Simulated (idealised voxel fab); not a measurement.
Herein follows the process module entitled voxel released beams.
220 nm wide, 5 nm square cells: that's cross-section cut.
Square cells in a grid make up a cross-section in this document, and the grid is given as bands, listed from the top down, each one or more rows of cells.
This entry defines a band. It first specifies the height of the band's top and the height of its bottom in nm, and then specifies the band's materials from left to right, stating each material with its width in nm. The word "all across" identifies a single material that fills the band from edge to edge, while the word "air" identifies empty space.
Zero point of the height axis is 0; under it, received wafer = one material. Lowest band: continues down indefinitely, "0 -> down".
When a width is written as two numbers, as in "30->40", the first number is the width in the top row of cells of the band and the second is the width in its bottom row, and the width changes by the same amount from each row to the next.
"left unchanged" for a step: no cell of the cross-section changed in that step.
Closed empty spaces (no open way to the top) of 8 cells or more are what "Sealed voids" lists, each as width x height at distance from the left edge, nm for all three.
It should be noted that, on the line of a given step, the content following the step's settings is a remark produced by the simulator itself with respect to that step.
"overlay nm" answers the question of how far to the right of plan the mask lay on a step that has a mask, and when it is negative the answer is to the left.

-- Below is the list of planned process steps
1) RECEIVE [material Si]
2) CONFORMAL_DEP [material SiN] [thk nm 5]
3) DIRECTIONAL_DEP [material SiO2] [thk nm 20]
4) PATTERN [tone open] [mask id ANCHOR] [material resist] [width nm 45] [thk nm 20] [overlay nm 0]
5) DIRECTIONAL_ETCH [etch materials SiO2] [depth nm 20]
6) STRIP [etch materials resist]
7) CONFORMAL_DEP [material W] [thk nm 15]
8) PATTERN [tone cover] [mask id BEAM] [material resist] [width nm 95] [thk nm 20] [overlay nm 0]
9) DIRECTIONAL_ETCH [etch materials W] [depth nm 15]
10) STRIP [etch materials resist]
11) STRIP [etch materials SiO2]

-- As-received state of the wafer in cross-section, equivalent to post-step 1
    0 -> down  Si all across
    Sealed voids: none

-- Module complete, cross-section. Starting point and plan per above. One mistake made in running the module
    35 -> 20  air: 60  W: 20  air: 15  W: 60  air: 65
    20 -> 15  air: 65  W: 15  air: 15  W: 15  air: 110
    15 -> 0  air: 65  W: 45  air: 110
    0 -> down  Si all across
    Sealed voids: none
Want to know what went wrong? step 2 was dropped from the plan's execution and never run
